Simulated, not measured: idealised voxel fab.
process module | voxel transistor to metal
cross-section cut | 170 nm wide | cells 5 nm
A cross-section is a grid of square cells, given in bands from the top down. A band is one or more rows of cells.
Each band's line starts with the height of the band's top and of its bottom, in nm. Then come its materials from left to right, each with its width in nm. One material with "throughout" fills the band from edge to edge. "air" is empty space.
Height 0 is the level under which the wafer as received is all one material. The lowest band goes on downwards, as in "0 down".
A width such as "30 to 40" changes by the same amount from each row of cells to the next, from the band's top row to its bottom row.
"no change" after a step means that no cell of the cross-section changed.
closed voids: empty space of 8 cells or more with no open way to the top, each as width x height at its distance from the left edge, in nm
after a step's settings: what the simulator itself notes on the step
overlay nm, on a step with a mask: how far to the right of its planned place the mask lay; to the left if negative
plan
1 op RECEIVE | material Si
2 op CONFORMAL_DEP | material SiO2 | thk nm 5
3 op CONFORMAL_DEP | material SiN | thk nm 15
4 op MASKED_ETCH | tone cover | mask id ACTIVE | width nm 125 | etch materials SiN | depth nm 15 | overlay nm 0
5 op MASKED_ETCH | tone cover | mask id ACTIVE | width nm 125 | etch materials SiO2 | depth nm 5 | overlay nm 0
6 op MASKED_ETCH | tone cover | mask id ACTIVE | width nm 125 | etch materials Si | depth nm 35 | overlay nm 0
7 op FILL_DEP | material SiO2 | thk nm 10
8 op CMP | height nm 20
9 op SELECTIVE_ETCH | etch materials SiO2 | depth nm 10
10 op STRIP | etch materials SiN
11 op SELECTIVE_ETCH | etch materials SiO2 | depth nm 5
12 op OXIDIZE | depth nm 5
13 op DIRECTIONAL_DEP | material polySi | thk nm 20
14 op DIRECTIONAL_DEP | material SiCN | thk nm 10
15 op PATTERN | tone cover | mask id GATE | material resist | width nm 25 | thk nm 20 | overlay nm 0
16 op DIRECTIONAL_ETCH | etch materials SiCN | depth nm 20
17 op DIRECTIONAL_ETCH | etch materials polySi | depth nm 30
18 op STRIP | etch materials resist
19 op CONFORMAL_DEP | material SiO2 | thk nm 5
20 op DIRECTIONAL_ETCH | etch materials SiO2 | depth nm 5
21 op CONFORMAL_DEP | material SiN | thk nm 10
22 op DIRECTIONAL_ETCH | etch materials SiN | depth nm 10
23 op DIRECTIONAL_ETCH | etch materials SiO2 | depth nm 5
24 op DIRECTIONAL_ETCH | etch materials Si | depth nm 10
25 op EPI | material pSi | thk nm 15
26 op FILL_DEP | material SiO2 | thk nm 5
27 op CMP | height nm 30
28 op DIRECTIONAL_DEP | material SiO2 | thk nm 10
29 op MASKED_ETCH | tone open | mask id CONTACT | width nm 35 | pitch nm 70 | etch materials SiO2 | depth nm 30 | overlay nm 0
30 op CONFORMAL_DEP | material TiN | thk nm 5
31 op FILL_DEP | material W | thk nm 5
32 op CMP | height nm 40
33 op CONFORMAL_DEP | material SiCN | thk nm 5
34 op DIRECTIONAL_DEP | material SiO2 | thk nm 20
35 op DIRECTIONAL_DEP | material aC | thk nm 10
36 op PATTERN | tone open | mask id METAL_1 | material resist | width nm 20 | pitch nm 85 | thk nm 25 | overlay nm 0
37 op DIRECTIONAL_ETCH | etch materials aC | depth nm 10
38 op STRIP | etch materials resist
39 op DIRECTIONAL_ETCH | etch materials SiO2 | depth nm 20
40 op DIRECTIONAL_ETCH | etch materials SiCN | depth nm 5
41 op STRIP | etch materials aC
42 op CONFORMAL_DEP | material TiN | thk nm 5
43 op FILL_DEP | material Cu | thk nm 10
44 op CMP | height nm 65
45 op CONFORMAL_DEP | material SiCN | thk nm 5
as received, after step 1
  0 down: Si throughout
  closed voids: none
first wafer at the end, as planned
  70 to 65: SiCN throughout
  65 to 45: SiO2 30 | TiN 5 | Cu 10 | TiN 5 | SiO2 65 | TiN 5 | Cu 10 | TiN 5 | SiO2 35
  45 to 40: SiCN 30 | TiN 20 | SiCN 65 | TiN 20 | SiCN 35
  40 to 30: SiO2 30 | TiN 5 | W 25 to 15 | TiN 5 to 15 | SiO2 35 | TiN 5 to 15 | W 25 to 15 | TiN 5 | SiO2 35
  30 to 20: SiO2 30 | TiN 5 | W 15 | TiN 5 | SiN 10 | SiO2 5 | SiCN 25 | SiO2 5 | SiN 10 | TiN 5 | W 15 | TiN 5 | SiO2 35
  20 to 15: SiO2 30 | TiN 5 | W 15 | TiN 5 | SiN 10 | SiO2 5 | polySi 25 | SiO2 5 | SiN 10 | TiN 5 | W 15 | TiN 5 | SiO2 35
  15 to 10: SiO2 30 | TiN 25 | SiN 10 | SiO2 5 | polySi 25 | SiO2 5 | SiN 10 | TiN 25 | SiO2 35
  10 to 5: SiO2 25 | pSi 30 | SiN 10 | SiO2 5 | polySi 25 | SiO2 5 | SiN 10 | pSi 30 | SiO2 30
  5 to 0: SiO2 20 | SiN 10 | pSi 25 | SiN 10 | SiO2 5 | polySi 25 | SiO2 5 | SiN 10 | pSi 25 | SiN 10 | SiO2 25
  0 to -5: SiO2 30 | pSi 25 | SiO2 55 | pSi 25 | SiO2 35
  -5 to -15: SiO2 20 | Si 10 | pSi 25 | Si 55 | pSi 25 | Si 10 | SiO2 25
  -15 to -35: SiO2 20 | Si 125 | SiO2 25
  -35 down: Si throughout
  closed voids: none
second wafer at the end: like start, like plan, one mistake
  70 to 65: SiCN throughout
  65 to 45: SiO2 35 | TiN 5 | Cu 10 | TiN 5 | SiO2 65 | TiN 5 | Cu 10 | TiN 5 | SiO2 30
  45 to 40: SiCN 35 | TiN 20 | SiCN 65 | TiN 20 | SiCN 30
  40 to 30: SiO2 30 | TiN 5 | W 25 to 15 | TiN 5 to 15 | SiO2 35 | TiN 5 to 15 | W 25 to 15 | TiN 5 | SiO2 35
  30 to 20: SiO2 30 | TiN 5 | W 15 | TiN 5 | SiN 10 | SiO2 5 | SiCN 25 | SiO2 5 | SiN 10 | TiN 5 | W 15 | TiN 5 | SiO2 35
  20 to 15: SiO2 30 | TiN 5 | W 15 | TiN 5 | SiN 10 | SiO2 5 | polySi 25 | SiO2 5 | SiN 10 | TiN 5 | W 15 | TiN 5 | SiO2 35
  15 to 10: SiO2 30 | TiN 25 | SiN 10 | SiO2 5 | polySi 25 | SiO2 5 | SiN 10 | TiN 25 | SiO2 35
  10 to 5: SiO2 25 | pSi 30 | SiN 10 | SiO2 5 | polySi 25 | SiO2 5 | SiN 10 | pSi 30 | SiO2 30
  5 to 0: SiO2 20 | SiN 10 | pSi 25 | SiN 10 | SiO2 5 | polySi 25 | SiO2 5 | SiN 10 | pSi 25 | SiN 10 | SiO2 25
  0 to -5: SiO2 30 | pSi 25 | SiO2 55 | pSi 25 | SiO2 35
  -5 to -15: SiO2 20 | Si 10 | pSi 25 | Si 55 | pSi 25 | Si 10 | SiO2 25
  -15 to -35: SiO2 20 | Si 125 | SiO2 25
  -35 down: Si throughout
  closed voids: none
what went wrong: step 36 ran as: op PATTERN | tone open | mask id METAL_1 | material resist | width nm 20 | pitch nm 85 | thk nm 25 | overlay nm 5
at the end the second wafer has, in cells: as many of each material as the first, in other places
